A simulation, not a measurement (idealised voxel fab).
A process module follows: voxel released beams.
Square cell edge 5 nm, section width 290 nm, ID cut.
For the purposes of this document, a cross-section shall be understood as a grid of square cells, specified as bands listed in top-to-bottom order, each band consisting of one or more rows of cells. Read a band's entry like this: the first values are the height of its top and the height of its bottom in nm, and what follows is the sequence of materials from left to right, each with its width in nm. Note that "empty" is empty space, and that a single material marked "everywhere" reaches across the band from edge to edge. Height is counted from the level 0, under which the received wafer is composed throughout of one material. The lowest of the bands is not closed at the bottom but continues downward, in the notation "z 0 and below". Graded width ("30 to 40"): value in top row of band = first number; value in bottom row = second number; row-to-row change constant. Any step labelled "remained unchanged" changed none of the cells in the cross-section. The entry titled "Sealed internal cavities" provides the empty spaces that have no open way to the top, restricted to those of 8 cells or more. Each is presented as width x height at distance, the distance being measured from the left edge, with all three in nm. Step line, after settings: the simulator's comment on this step. The setting "overlay nm" may be written on the line of a step. When the step uses a mask, the value reports how far to the right of the planned place the mask lay, and a negative value reports that it lay to the left.

### The planned process steps are enumerated hereunder
1 RECEIVE | material Si
2 CONFORMAL_DEP | material Al2O3 | thk nm 10
3 DIRECTIONAL_DEP | material SiO2 | thk nm 10
4 PATTERN | tone open | mask id ANCHOR | material resist | width nm 25 | thk nm 20 | overlay nm 0
5 DIRECTIONAL_ETCH | etch materials SiO2 | depth nm 10
6 STRIP | etch materials resist
7 CONFORMAL_DEP | material SiN | thk nm 10
8 MASKED_ETCH | tone cover | mask id BEAM | width nm 70 | etch materials SiN | depth nm 10 | overlay nm 0
9 STRIP | etch materials SiO2
Among the wafers covered here, the point of difference is the width nm at step 8; their starting state is shared, and the plan presents the value of the first wafer.

### Step 1 complete: as-received cross-section of the first of several wafers
z 0 and below | Si everywhere
Sealed internal cavities: none

### Basically each wafer gets a line in the table, showing it at the end of the module: material by material, the cells it gained (+) or lost (-) since we got it, then its closed voids
width nm 70 | +116 Al2O3 | +36 SiN | Sealed internal cavities: none
width nm 75 | +116 Al2O3 | +38 SiN | Sealed internal cavities: none
width nm 80 | +116 Al2O3 | +40 SiN | Sealed internal cavities: none
width nm 85 | +116 Al2O3 | +42 SiN | Sealed internal cavities: none
width nm 90 | +116 Al2O3 | +44 SiN | Sealed internal cavities: none
width nm 95 | +116 Al2O3 | +46 SiN | Sealed internal cavities: none
